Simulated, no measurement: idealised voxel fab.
The document below concerns the process module designated voxel ribs on slabs.
The width of the displayed cross-section, cut, is 270 nm; its cells are square, with a size of 5 nm.
A cross-section is written here as square cells arranged in a grid, and it is given in bands from the top down, each band taking up one or more rows of cells. For a band, the entry starts with two heights in nm, that of the top and then that of the bottom, and carries on with the band's materials in order from left to right, each alongside its width in nm; the word "everywhere" beside a single material means it fills the band edge to edge, and "air" means empty space. Below 0: as-received wafer, all one material; heights counted from there. Lowest band: no bottom, goes on down, written "0 down". Graded width ("30..40"): value in top row of band = first number; value in bottom row = second number; row-to-row change constant. Where the words "no alterations made" appear for a step, the cross-section shows no cell changed by that step; every cell remained as before. The entry "Closed empty spaces" lists the empty spaces that cover at least 8 cells and have no open path to the top. Each is written as width x height at distance, where the distance is measured from the left edge and all three values are in nm. Note: text after step settings on the step line = simulator remark on that step. The setting "overlay nm" may be written on the line of a step. When the step uses a mask, the value reports how far to the right of the planned place the mask lay, and a negative value reports that it lay to the left.

### Steps planned for the process
- 1: RECEIVE, material Si
- 2: DIRECTIONAL_DEP, material SiO2, thk nm 30
- 3: DIRECTIONAL_DEP, material polySi, thk nm 15
- 4: MASKED_ETCH, tone cover, mask id RIB, width nm 15, etch materials polySi, depth nm 10, overlay nm 0
- 5: PATTERN, tone cover, mask id SLAB, material resist, width nm 65, thk nm 15, overlay nm 0
- 6: DIRECTIONAL_ETCH, etch materials polySi, depth nm 5
- 7: STRIP, etch materials resist
- 8: FILL_DEP, material SiO2, thk nm 25
- 9: CMP, height nm 65
- 10: DIRECTIONAL_DEP, material W, thk nm 10
- 11: MASKED_ETCH, tone cover, mask id HEATER, width nm 25, etch materials W, depth nm 10, overlay nm 0
- 12: CONFORMAL_DEP, material SiO2, thk nm 10

### Received-state cross-section, reflecting completion of step 1
    0 down = Si everywhere
    Closed empty spaces: none

### Wafer at module end, in section. Began as above, planned as above, run with one mistake
    85 to 75 = air 110 nm; SiO2 45 nm; air 115 nm
    75 to 65 = SiO2 120 nm; W 25 nm; SiO2 125 nm
    65 to 45 = SiO2 everywhere
    45 to 40 = SiO2 100 nm; polySi 25 nm; SiO2 15 nm; polySi 25 nm; SiO2 105 nm
    40 to 35 = polySi 125 nm; SiO2 15 nm; polySi 130 nm
    35 to 30 = polySi everywhere
    30 to 0 = SiO2 everywhere
    0 down = Si everywhere
    Closed empty spaces: none
what went wrong: step 4 off recipe, ran as MASKED_ETCH, tone open, mask id RIB, width nm 15, etch materials polySi, depth nm 10, overlay nm 0
